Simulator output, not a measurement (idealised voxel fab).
Process module heading - voxel capacitor over wiring
295 nm wide, 5 nm square cells: that's cross-section cut.
Cross-section = grid of square cells, listed top down in bands; band = one or more rows.
Each band's line starts with the height of the band's top and of its bottom, in nm. Then come its materials from left to right, each with its width in nm. One material with "full width" fills the band from edge to edge. "air" is empty space.
A quick word on heights: they are counted from 0, and under that level the wafer as it came to us is one material throughout. The lowest band is different from the rest in having no bottom; it simply continues downward, written as in "0 and below".
It should be noted that a width expressed as "30->40" varies in equal increments from row to row of cells within the band, taking the value of the first number at the top row and that of the second number at the bottom row.
Given "no modifications" for a step, no cell of the cross-section differs between before and after that step.
Empty spaces counting at least 8 cells and having no open way to the top are listed in "Enclosed internal cavities". The notation width x height at distance is used for each, the distance being from the left edge and all three values in nm.
Heads up: the bit after the settings on a step's line is the simulator's remark on that step.
You can add "overlay nm" to a step's line. For a step with a mask, it describes how far the mask lay to the right of its planned position, and a negative number describes a lay to the left.

-- These are the steps we planned for the process
1,RECEIVE [material Si]
2,CONFORMAL_DEP [material SiO2] [thk nm 15]
3,CONFORMAL_DEP [material SiCN] [thk nm 5]
4,DIRECTIONAL_DEP [material SiO2] [thk nm 20]
5,MASKED_ETCH [tone open] [mask id METAL_1] [width nm 20] [pitch nm 85] [etch materials SiO2] [depth nm 20] [overlay nm 0]
6,MASKED_ETCH [tone open] [mask id METAL_1] [width nm 20] [pitch nm 85] [etch materials SiCN] [depth nm 5] [overlay nm 0]
7,CONFORMAL_DEP [material TiN] [thk nm 5]
8,FILL_DEP [material Cu] [thk nm 10]
9,CMP [height nm 40]
10,CONFORMAL_DEP [material SiCN] [thk nm 5]
11,DIRECTIONAL_DEP [material SiO2] [thk nm 10]
12,DIRECTIONAL_DEP [material aC] [thk nm 15]
13,PATTERN [tone open] [mask id PLUG_1] [material resist] [width nm 15] [thk nm 35] [overlay nm 0]
14,DIRECTIONAL_ETCH [etch materials aC] [depth nm 15]
15,STRIP [etch materials resist]
16,DIRECTIONAL_ETCH [etch materials SiO2] [depth nm 10]
17,DIRECTIONAL_ETCH [etch materials SiCN] [depth nm 5]
18,STRIP [etch materials aC]
19,EPI [material Ru] [thk nm 10]
20,EPI [material Ru] [thk nm 5]
21,DIRECTIONAL_DEP [material TiN] [thk nm 10]
22,DIRECTIONAL_DEP [material SiN] [thk nm 5]
23,DIRECTIONAL_DEP [material TiN] [thk nm 5]
24,DIRECTIONAL_DEP [material aC] [thk nm 15]
25,PATTERN [tone cover] [mask id UPPER_PLATE] [material resist] [width nm 70] [thk nm 30] [overlay nm 0]
26,DIRECTIONAL_ETCH [etch materials aC] [depth nm 15]
27,STRIP [etch materials resist]
28,DIRECTIONAL_ETCH [etch materials TiN] [depth nm 5]
29,DIRECTIONAL_ETCH [etch materials SiN] [depth nm 5]
30,STRIP [etch materials aC]
31,DIRECTIONAL_DEP [material aC] [thk nm 15]
32,PATTERN [tone cover] [mask id LOWER_PLATE] [material resist] [width nm 80] [thk nm 30] [overlay nm 0]
33,DIRECTIONAL_ETCH [etch materials aC] [depth nm 15]
34,STRIP [etch materials resist]
35,DIRECTIONAL_ETCH [etch materials TiN] [depth nm 10]
36,STRIP [etch materials aC]
37,FILL_DEP [material SiO2] [thk nm 15]
38,CMP [height nm 85]
39,DIRECTIONAL_DEP [material aC] [thk nm 10]
40,PATTERN [tone open] [mask id PLUG_2] [material resist] [width nm 15] [thk nm 25] [overlay nm 0]
41,DIRECTIONAL_ETCH [etch materials aC] [depth nm 10]
42,STRIP [etch materials resist]
43,DIRECTIONAL_ETCH [etch materials SiO2] [depth nm 10]
44,STRIP [etch materials aC]
45,CONFORMAL_DEP [material TiN] [thk nm 5]
46,FILL_DEP [material Cu] [thk nm 5]
47,CMP [height nm 85]
48,CONFORMAL_DEP [material SiN] [thk nm 5]

-- Step 1 complete: cross-section of the wafer as received
	0 and below | Si full width
	Enclosed internal cavities: none

-- first wafer at the end, as planned
	90 down to 85 | SiN full width
	85 down to 80 | 110 nm SiO2 / 5 nm TiN / 5 nm Cu / 5 nm TiN / 170 nm SiO2
	80 down to 70 | 110->100 nm SiO2 / 15->70 nm TiN / 170->125 nm SiO2
	70 down to 65 | 100 nm SiO2 / 70 nm SiN / 125 nm SiO2
	65 down to 55 | 95 nm SiO2 / 80 nm TiN / 120 nm SiO2
	55 down to 45 | 100 nm SiO2 / 15 nm Ru / 180 nm SiO2
	45 down to 40 | 100 nm SiCN / 15 nm Ru / 180 nm SiCN
	40 down to 20 | 95 nm SiO2 / 5 nm TiN / 10 nm Cu / 5 nm TiN / 65 nm SiO2 / 5 nm TiN / 10 nm Cu / 5 nm TiN / 95 nm SiO2
	20 down to 15 | 95 nm SiCN / 20 nm TiN / 65 nm SiCN / 20 nm TiN / 95 nm SiCN
	15 down to 0 | SiO2 full width
	0 and below | Si full width
	Enclosed internal cavities: none

-- Here is the second of the two wafers cut open at the end of the module - same start, same plan as the first one, but we made one mistake running it
	90 down to 85 | SiN full width
	85 down to 80 | 110 nm SiO2 / 5 nm TiN / 5 nm Cu / 5 nm TiN / 170 nm SiO2
	80 down to 75 | 110 nm SiO2 / 15 nm TiN / 170 nm SiO2
	75 down to 70 | 95 nm SiO2 / 5 nm TiN / 70 nm SiO2 / 5 nm TiN / 120 nm SiO2
	70 down to 65 | 100 nm SiN / 70 nm SiO2 / 125 nm SiN
	65 down to 55 | TiN full width
	55 down to 45 | 100 nm SiO2 / 15 nm Ru / 180 nm SiO2
	45 down to 40 | 100 nm SiCN / 15 nm Ru / 180 nm SiCN
	40 down to 20 | 95 nm SiO2 / 5 nm TiN / 10 nm Cu / 5 nm TiN / 65 nm SiO2 / 5 nm TiN / 10 nm Cu / 5 nm TiN / 95 nm SiO2
	20 down to 15 | 95 nm SiCN / 20 nm TiN / 65 nm SiCN / 20 nm TiN / 95 nm SiCN
	15 down to 0 | SiO2 full width
	0 and below | Si full width
	Enclosed internal cavities: none
Error vs. plan: for step 25, the planned setting was not used; the step was instead run as PATTERN [tone open] [mask id UPPER_PLATE] [material resist] [width nm 70] [thk nm 30] [overlay nm 0]
Bottom line after processing is that, in cells, the second wafer is up or down on some materials versus the first: SiN: 31 more; SiO2: 105 fewer; TiN: 74 more
